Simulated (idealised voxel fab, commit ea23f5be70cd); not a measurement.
process module | voxel capacitor over wiring
In the cross-section labelled cut, the width is 295 nm and each square cell is 5 nm.
A cross-section in this document is a grid of square cells, and it is written down as bands, the top band listed before the ones below it; a band is made up of one or more rows of cells. First you get the band's top height and its bottom height, in nm, and then the materials it's made of, left to right, with each width in nm. If you see a single material with "throughout", that one covers the band edge to edge. "blank" is empty space. Counting heights begins at 0, where everything beneath is, in the wafer as received, one material. The lowest band has no bottom; it goes on downwards, as "0 -> down" shows. With a width like "30->40", each row of cells in the band differs from the next by the same amount, the top row carrying the first number and the bottom row the second. The cross-section has no changed cell in any step marked "left unchanged". "closed voids": empty spaces of 8 cells or more with no open way to the top, each given as width x height at distance, distance from the left edge, all in nm. Anything after a step's settings on that line? It's the simulator's own note about the step. The setting "overlay nm" may be written on the line of a step. When the step uses a mask, the value reports how far to the right of the planned place the mask lay, and a negative value reports that it lay to the left.
[So here's the lineup of process steps we planned]
1) RECEIVE: material Si
2) CONFORMAL_DEP: material SiO2, thk nm 10
3) CONFORMAL_DEP: material SiCN, thk nm 5
4) DIRECTIONAL_DEP: material SiO2, thk nm 25
5) MASKED_ETCH: tone open, mask id METAL_1, width nm 20, pitch nm 85, etch materials SiO2, depth nm 25, overlay nm 0
6) MASKED_ETCH: tone open, mask id METAL_1, width nm 20, pitch nm 85, etch materials SiCN, depth nm 5, overlay nm 0
7) CONFORMAL_DEP: material TiN, thk nm 5
8) FILL_DEP: material W, thk nm 5
9) CMP: height nm 40
10) CONFORMAL_DEP: material SiCN, thk nm 5
11) DIRECTIONAL_DEP: material lowk, thk nm 10
12) DIRECTIONAL_DEP: material aC, thk nm 10
13) PATTERN: tone open, mask id PLUG_1, material resist, width nm 15, thk nm 30, overlay nm -15
14) DIRECTIONAL_ETCH: etch materials aC, depth nm 10
15) STRIP: etch materials resist
16) DIRECTIONAL_ETCH: etch materials lowk, depth nm 10
17) DIRECTIONAL_ETCH: etch materials SiCN, depth nm 5
18) STRIP: etch materials aC
19) EPI: material Ru, thk nm 10
20) EPI: material Ru, thk nm 5
21) DIRECTIONAL_DEP: material TiN, thk nm 10
22) DIRECTIONAL_DEP: material HfO2, thk nm 5
23) DIRECTIONAL_DEP: material TiN, thk nm 5
24) MASKED_ETCH: tone cover, mask id UPPER_PLATE, width nm 70, etch materials TiN, depth nm 5, overlay nm 0
25) MASKED_ETCH: tone cover, mask id UPPER_PLATE, width nm 70, etch materials HfO2, depth nm 5, overlay nm 0
26) MASKED_ETCH: tone cover, mask id LOWER_PLATE, width nm 80, etch materials TiN, depth nm 10, overlay nm 0
27) FILL_DEP: material SiO2, thk nm 15
28) CMP: height nm 85
29) PATTERN: tone open, mask id PLUG_2, material resist, width nm 15, thk nm 20, overlay nm 0
30) DIRECTIONAL_ETCH: etch materials SiO2, depth nm 10
31) STRIP: etch materials resist
32) CONFORMAL_DEP: material TiN, thk nm 5
33) FILL_DEP: material Ru, thk nm 5
34) CMP: height nm 85
35) CONFORMAL_DEP: material SiCN, thk nm 5
Split variable: overlay nm, step 13. Plan value = first wafer. Wafers start alike.
[Cross-section of the first incoming wafer of several, state after step 1]
* 0 -> down = Si throughout
* closed voids: none
[Take any row and you have a wafer at the end of the module: how many cells of each material it has gained (+) or lost (-) since it was received, and then its closed voids]
overlay nm -15; +14 HfO2; +10 Ru; +166 SiCN; +661 SiO2; +79 TiN; +20 W; +112 lowk; closed voids: none
overlay nm -10; +14 HfO2; +10 Ru; +166 SiCN; +661 SiO2; +79 TiN; +20 W; +112 lowk; closed voids: none
overlay nm -5; +14 HfO2; +10 Ru; +166 SiCN; +661 SiO2; +79 TiN; +20 W; +112 lowk; closed voids: none
overlay nm 0; +14 HfO2; +10 Ru; +166 SiCN; +661 SiO2; +79 TiN; +20 W; +112 lowk; closed voids: none
overlay nm 5; +14 HfO2; +10 Ru; +166 SiCN; +661 SiO2; +79 TiN; +20 W; +112 lowk; closed voids: none
overlay nm 10; +14 HfO2; +10 Ru; +166 SiCN; +661 SiO2; +79 TiN; +20 W; +112 lowk; closed voids: none
overlay nm 15; +14 HfO2; +1 Ru; +166 SiCN; +670 SiO2; +79 TiN; +20 W; +112 lowk; closed voids: none
